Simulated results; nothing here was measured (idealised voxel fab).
The document below concerns the process module designated voxel gate over fins.
We display cut, a cross-section 220 nm in width whose square cells are each 5 nm.
Format of a cross-section: grid, square cells. Given as bands. Order: top down. Band: one or more rows of cells.
For a band, the entry starts with two heights in nm, that of the top and then that of the bottom, and carries on with the band's materials in order from left to right, each alongside its width in nm; the word "full width" beside a single material means it fills the band edge to edge, and "air" means empty space.
Where do heights start? At 0: under that level the wafer as delivered is made of one material only. And the lowest band has no floor; it just carries on downward, as in "z 0 and below".
Width spec "30 to 40" -> top row of cells at first value, bottom row at second value, equal per-row change in between.
What does "remains unaltered" mean for a step? It means no cell of the cross-section changed in that step.
The label "Cavities, sealed" introduces a list of the empty spaces, 8 cells or larger, that have no open way up to the top; each entry in it reads width x height at distance, where the distance is taken from the left edge and all three are stated in nm.
That trailing text on a step's line, after the settings, is the simulator's own remark on the step.
"overlay nm", when on a step's line for a step with a mask, measures how far to the right of its planned place the mask lay; a negative measure means to the left.
-- List of planned process steps
1) RECEIVE with material Si
2) CONFORMAL_DEP with material SiN, thk nm 10
3) PATTERN with tone cover, mask id FINS, material resist, width nm 15, pitch nm 50, thk nm 20, overlay nm 0
4) DIRECTIONAL_ETCH with etch materials SiN, depth nm 10
5) DIRECTIONAL_ETCH with etch materials Si, depth nm 40
6) STRIP with etch materials resist
7) OXIDIZE with depth nm 5
8) FILL_DEP with material SiO2, thk nm 5
9) CMP with height nm 10
10) DIRECTIONAL_DEP with material aC, thk nm 10
11) PATTERN with tone open, mask id RAIL, material resist, width nm 15, thk nm 25, overlay nm 0
12) DIRECTIONAL_ETCH with etch materials aC, depth nm 10
13) STRIP with etch materials resist
14) DIRECTIONAL_ETCH with etch materials SiO2, depth nm 45
15) STRIP with etch materials aC
16) CONFORMAL_DEP with material TiN, thk nm 5
17) FILL_DEP with material W, thk nm 10
18) CMP with height nm 10
19) SELECTIVE_ETCH with etch materials W Ru TiN, depth nm 30
20) FILL_DEP with material SiO2, thk nm 5
21) CMP with height nm 10
22) SELECTIVE_ETCH with etch materials SiO2, depth nm 20
23) STRIP with etch materials SiN
24) CONFORMAL_DEP with material HfO2, thk nm 5
25) CONFORMAL_DEP with material TiN, thk nm 5
26) FILL_DEP with material W, thk nm 15
27) CMP with height nm 20
28) CONFORMAL_DEP with material SiCN, thk nm 5
-- Wafer cross-section on receipt, i.e. after step 1
  z 0 and below  Si full width
  Cavities, sealed: none
-- First of two wafers at the end of the module, shown in cross-section; run carried out as planned
  z 25 to 20  SiCN full width
  z 20 to 10  W full width
  z 10 to 5  20 of W  25 of TiN  25 of W  25 of TiN  25 of W  25 of TiN  25 of W  25 of TiN  25 of W
  z 5 to 0  20 of W  5 of TiN  15 of HfO2  5 of TiN  25 of W  5 of TiN  15 of HfO2  5 of TiN  25 of W  5 of TiN  15 of HfO2  5 of TiN  25 of W  5 of TiN  15 of HfO2  5 of TiN  25 of W
  z 0 to -5  25 of TiN  5 of HfO2  5 of Si  5 of HfO2  35 of TiN  5 of HfO2  5 of Si  5 of HfO2  35 of TiN  5 of HfO2  5 of Si  5 of HfO2  35 of TiN  5 of HfO2  5 of Si  5 of HfO2  30 of TiN
  z -5 to -10  30 of HfO2  5 of Si  45 of HfO2  5 of Si  45 of HfO2  5 of Si  45 of HfO2  5 of Si  35 of HfO2
  z -10 to -20  30 of SiO2  5 of Si  45 of SiO2  5 of Si  45 of SiO2  5 of Si  45 of SiO2  5 of Si  35 of SiO2
  z -20 to -30  30 of SiO2  5 of Si  15 of SiO2  5 of TiN  5 of W  5 of TiN  15 of SiO2  5 of Si  45 of SiO2  5 of Si  45 of SiO2  5 of Si  35 of SiO2
  z -30 to -35  30 of SiO2  5 of Si  15 of SiO2  15 of TiN  15 of SiO2  5 of Si  45 of SiO2  5 of Si  45 of SiO2  5 of Si  35 of SiO2
  z -35 to -45  30 of SiO2  5 of Si  45 of SiO2  5 of Si  45 of SiO2  5 of Si  45 of SiO2  5 of Si  35 of SiO2
  z -45 and below  Si full width
  Cavities, sealed: none
-- This cross-section belongs to the second wafer of two at the end of the module; the start and the plan were shared with the first, and the run included one mistake
  z 25 to 20  SiCN full width
  z 20 to 5  W full width
  z 5 to 0  25 of W  15 of TiN  35 of W  15 of TiN  35 of W  15 of TiN  35 of W  15 of TiN  30 of W
  z 0 to -5  25 of W  5 of TiN  5 of Si  5 of TiN  35 of W  5 of TiN  5 of Si  5 of TiN  35 of W  5 of TiN  5 of Si  5 of TiN  35 of W  5 of TiN  5 of Si  5 of TiN  30 of W
  z -5 to -10  30 of TiN  5 of Si  45 of TiN  5 of Si  45 of TiN  5 of Si  45 of TiN  5 of Si  35 of TiN
  z -10 to -20  30 of SiO2  5 of Si  45 of SiO2  5 of Si  45 of SiO2  5 of Si  45 of SiO2  5 of Si  35 of SiO2
  z -20 to -30  30 of SiO2  5 of Si  15 of SiO2  5 of TiN  5 of W  5 of TiN  15 of SiO2  5 of Si  45 of SiO2  5 of Si  45 of SiO2  5 of Si  35 of SiO2
  z -30 to -35  30 of SiO2  5 of Si  15 of SiO2  15 of TiN  15 of SiO2  5 of Si  45 of SiO2  5 of Si  45 of SiO2  5 of Si  35 of SiO2
  z -35 to -45  30 of SiO2  5 of Si  45 of SiO2  5 of Si  45 of SiO2  5 of Si  45 of SiO2  5 of Si  35 of SiO2
  z -45 and below  Si full width
  Cavities, sealed: none
Short version of what went wrong: step 24 of the plan was bypassed and not carried out
End check, counted in cells, second wafer has more or fewer of these materials than the first: HfO2 -60, W +60
